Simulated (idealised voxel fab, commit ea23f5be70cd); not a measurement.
process module | voxel self aligned contacts
cross-section cut | 165 nm wide | cells 5 nm
A cross-section is a grid of square cells, given in bands from the top down. A band is one or more rows of cells.
Each band's line starts with the height of the band's top and of its bottom, in nm. Then come its materials from left to right, each with its width in nm. One material with "throughout" fills the band from edge to edge. "air" is empty space.
Height 0 is the level under which the wafer as received is all one material. The lowest band goes on downwards, as in "0 down".
A width such as "30 to 40" changes by the same amount from each row of cells to the next, from the band's top row to its bottom row.
"no change" after a step means that no cell of the cross-section changed.
closed voids: empty space of 8 cells or more with no open way to the top, each as width x height at its distance from the left edge, in nm
after a step's settings: what the simulator itself notes on the step
overlay nm, on a step with a mask: how far to the right of its planned place the mask lay; to the left if negative
plan
1 op RECEIVE | material Si
2 op CONFORMAL_DEP | material SiO2 | thk nm 5
3 op DIRECTIONAL_DEP | material polySi | thk nm 20
4 op DIRECTIONAL_DEP | material SiN | thk nm 20
5 op DIRECTIONAL_DEP | material aC | thk nm 15
6 op PATTERN | tone cover | mask id GATE | material resist | width nm 30 | pitch nm 75 | thk nm 35 | overlay nm 0
7 op DIRECTIONAL_ETCH | etch materials aC | depth nm 15
8 op STRIP | etch materials resist
9 op DIRECTIONAL_ETCH | etch materials SiN | depth nm 20
10 op DIRECTIONAL_ETCH | etch materials polySi | depth nm 20
11 op STRIP | etch materials aC
12 op CONFORMAL_DEP | material SiN | thk nm 10
13 op DIRECTIONAL_ETCH | etch materials SiN | depth nm 10
14 op FILL_DEP | material SiO2 | thk nm 15
15 op CMP | height nm 55
16 op DIRECTIONAL_DEP | material aC | thk nm 10
17 op PATTERN | tone open | mask id CONTACT | material resist | width nm 55 | thk nm 30 | overlay nm 0
18 op DIRECTIONAL_ETCH | etch materials aC | depth nm 10
19 op STRIP | etch materials resist
20 op DIRECTIONAL_ETCH | etch materials SiO2 | depth nm 55
21 op STRIP | etch materials aC
22 op CONFORMAL_DEP | material TiN | thk nm 5
23 op FILL_DEP | material Ru | thk nm 10
24 op CMP | height nm 55
25 op CONFORMAL_DEP | material SiCN | thk nm 5
first wafer, as planned
as received, after step 1
  0 down: Si throughout
  closed voids: none
after step 2
  5 to 0: SiO2 throughout
  below 0: unchanged
after step 3
  25 to 5: polySi throughout
  below 5: unchanged
after step 4
  45 to 25: SiN throughout
  below 25: unchanged
after step 5
  60 to 45: aC throughout
  below 45: unchanged
after step 6
  95 to 60: air 30 | resist 30 | air 45 | resist 30 | air 30
  below 60: unchanged
after step 7
  80 to 60: air 30 | resist 30 | air 45 | resist 30 | air 30
  60 to 45: air 30 | aC 30 | air 45 | aC 30 | air 30
  below 45: unchanged
after step 8
  60 to 45: air 30 | aC 30 | air 45 | aC 30 | air 30
  below 45: unchanged
after step 9
  60 to 45: air 30 | aC 30 | air 45 | aC 30 | air 30
  45 to 25: air 30 | SiN 30 | air 45 | SiN 30 | air 30
  below 25: unchanged
after step 10
  60 to 45: air 30 | aC 30 | air 45 | aC 30 | air 30
  45 to 25: air 30 | SiN 30 | air 45 | SiN 30 | air 30
  25 to 5: air 30 | polySi 30 | air 45 | polySi 30 | air 30
  below 5: unchanged
after step 11
  45 to 25: air 30 | SiN 30 | air 45 | SiN 30 | air 30
  below 25: unchanged
after step 12
  55 to 25: air 20 | SiN 50 | air 25 | SiN 50 | air 20
  25 to 15: air 20 | SiN 10 | polySi 30 | SiN 10 | air 25 | SiN 10 | polySi 30 | SiN 10 | air 20
  15 to 5: SiN 30 | polySi 30 | SiN 45 | polySi 30 | SiN 30
  below 5: unchanged
after step 13
  45 to 25: air 20 | SiN 50 | air 25 | SiN 50 | air 20
  25 to 5: air 20 | SiN 10 | polySi 30 | SiN 10 | air 25 | SiN 10 | polySi 30 | SiN 10 | air 20
  below 5: unchanged
after step 14
  60 to 45: SiO2 throughout
  45 to 25: SiO2 20 | SiN 50 | SiO2 25 | SiN 50 | SiO2 20
  25 to 5: SiO2 20 | SiN 10 | polySi 30 | SiN 10 | SiO2 25 | SiN 10 | polySi 30 | SiN 10 | SiO2 20
  below 5: unchanged
after step 15
  55 to 45: SiO2 throughout
  below 45: unchanged
after step 16
  65 to 55: aC throughout
  below 55: unchanged
after step 17
  95 to 65: resist 55 | air 55 | resist 55
  below 65: unchanged
after step 18
  85 to 65: resist 55 | air 55 | resist 55
  65 to 55: aC 55 | air 55 | aC 55
  below 55: unchanged
after step 19
  65 to 55: aC 55 | air 55 | aC 55
  below 55: unchanged
after step 20
  65 to 55: aC 55 | air 55 | aC 55
  55 to 45: SiO2 55 | air 55 | SiO2 55
  45 to 25: SiO2 20 | SiN 50 | air 25 | SiN 50 | SiO2 20
  25 to 5: SiO2 20 | SiN 10 | polySi 30 | SiN 10 | air 25 | SiN 10 | polySi 30 | SiN 10 | SiO2 20
  5 to 0: SiO2 70 | air 25 | SiO2 70
  below 0: unchanged
after step 21
  55 to 45: SiO2 55 | air 55 | SiO2 55
  below 45: unchanged
after step 22
  60 to 55: TiN 60 | air 45 | TiN 60
  55 to 45: SiO2 55 | TiN 5 to 20 | air 45 to 15 | TiN 5 to 20 | SiO2 55
  45 to 25: SiO2 20 | SiN 50 | TiN 5 | air 15 | TiN 5 | SiN 50 | SiO2 20
  25 to 5: SiO2 20 | SiN 10 | polySi 30 | SiN 10 | TiN 5 | air 15 | TiN 5 | SiN 10 | polySi 30 | SiN 10 | SiO2 20
  5 to 0: SiO2 70 | TiN 25 | SiO2 70
  below 0: unchanged
after step 23
  70 to 60: Ru throughout
  60 to 55: TiN 60 | Ru 45 | TiN 60
  55 to 45: SiO2 55 | TiN 5 to 20 | Ru 45 to 15 | TiN 5 to 20 | SiO2 55
  45 to 25: SiO2 20 | SiN 50 | TiN 5 | Ru 15 | TiN 5 | SiN 50 | SiO2 20
  25 to 5: SiO2 20 | SiN 10 | polySi 30 | SiN 10 | TiN 5 | Ru 15 | TiN 5 | SiN 10 | polySi 30 | SiN 10 | SiO2 20
  below 5: unchanged
after step 24
  55 to 45: SiO2 55 | TiN 5 to 20 | Ru 45 to 15 | TiN 5 to 20 | SiO2 55
  below 45: unchanged
after step 25
  60 to 55: SiCN throughout
  below 55: unchanged
second wafer: like start, like plan, one mistake. Through step 3 it matches the first wafer
when step 4 should have ended
  65 to 25: SiN throughout
  below 25: unchanged
when step 5 should have ended
  80 to 65: aC throughout
  below 65: unchanged
when step 6 should have ended
  115 to 80: air 30 | resist 30 | air 45 | resist 30 | air 30
  below 80: unchanged
when step 7 should have ended
  100 to 80: air 30 | resist 30 | air 45 | resist 30 | air 30
  80 to 65: air 30 | aC 30 | air 45 | aC 30 | air 30
  below 65: unchanged
when step 8 should have ended
  80 to 65: air 30 | aC 30 | air 45 | aC 30 | air 30
  below 65: unchanged
when step 9 should have ended
  80 to 65: air 30 | aC 30 | air 45 | aC 30 | air 30
  65 to 45: air 30 | SiN 30 | air 45 | SiN 30 | air 30
  below 45: unchanged
when step 10 should have ended: no change
when step 11 should have ended
  65 to 45: air 30 | SiN 30 | air 45 | SiN 30 | air 30
  below 45: unchanged
when step 12 should have ended
  75 to 55: air 20 | SiN 50 | air 25 | SiN 50 | air 20
  55 to 25: SiN throughout
  below 25: unchanged
when step 13 should have ended
  65 to 45: air 20 | SiN 50 | air 25 | SiN 50 | air 20
  below 45: unchanged
when step 14 should have ended
  80 to 65: SiO2 throughout
  65 to 45: SiO2 20 | SiN 50 | SiO2 25 | SiN 50 | SiO2 20
  below 45: unchanged
when step 15 should have ended
  55 to 45: SiO2 20 | SiN 50 | SiO2 25 | SiN 50 | SiO2 20
  below 45: unchanged
when step 16 should have ended
  65 to 55: aC throughout
  below 55: unchanged
when step 17 should have ended
  95 to 65: resist 55 | air 55 | resist 55
  below 65: unchanged
when step 18 should have ended
  85 to 65: resist 55 | air 55 | resist 55
  65 to 55: aC 55 | air 55 | aC 55
  below 55: unchanged
when step 19 should have ended
  65 to 55: aC 55 | air 55 | aC 55
  below 55: unchanged
when step 20 should have ended
  65 to 55: aC 55 | air 55 | aC 55
  55 to 45: SiO2 20 | SiN 50 | air 25 | SiN 50 | SiO2 20
  below 45: unchanged
when step 21 should have ended
  55 to 45: SiO2 20 | SiN 50 | air 25 | SiN 50 | SiO2 20
  below 45: unchanged
when step 22 should have ended
  60 to 55: TiN 75 | air 15 | TiN 75
  55 to 50: SiO2 20 | SiN 50 | TiN 5 | air 15 | TiN 5 | SiN 50 | SiO2 20
  50 to 45: SiO2 20 | SiN 50 | TiN 25 | SiN 50 | SiO2 20
  below 45: unchanged
when step 23 should have ended
  70 to 60: Ru throughout
  60 to 55: TiN 75 | Ru 15 | TiN 75
  55 to 50: SiO2 20 | SiN 50 | TiN 5 | Ru 15 | TiN 5 | SiN 50 | SiO2 20
  below 50: unchanged
when step 24 should have ended
  55 to 50: SiO2 20 | SiN 50 | TiN 5 | Ru 15 | TiN 5 | SiN 50 | SiO2 20
  below 50: unchanged
when step 25 should have ended
  60 to 55: SiCN throughout
  below 55: unchanged
what went wrong: step 4 was run twice
at the end the second wafer has, in cells: 33 fewer of Ru | 60 more of SiN | 87 fewer of SiO2 | 24 fewer of TiN | 84 more of polySi
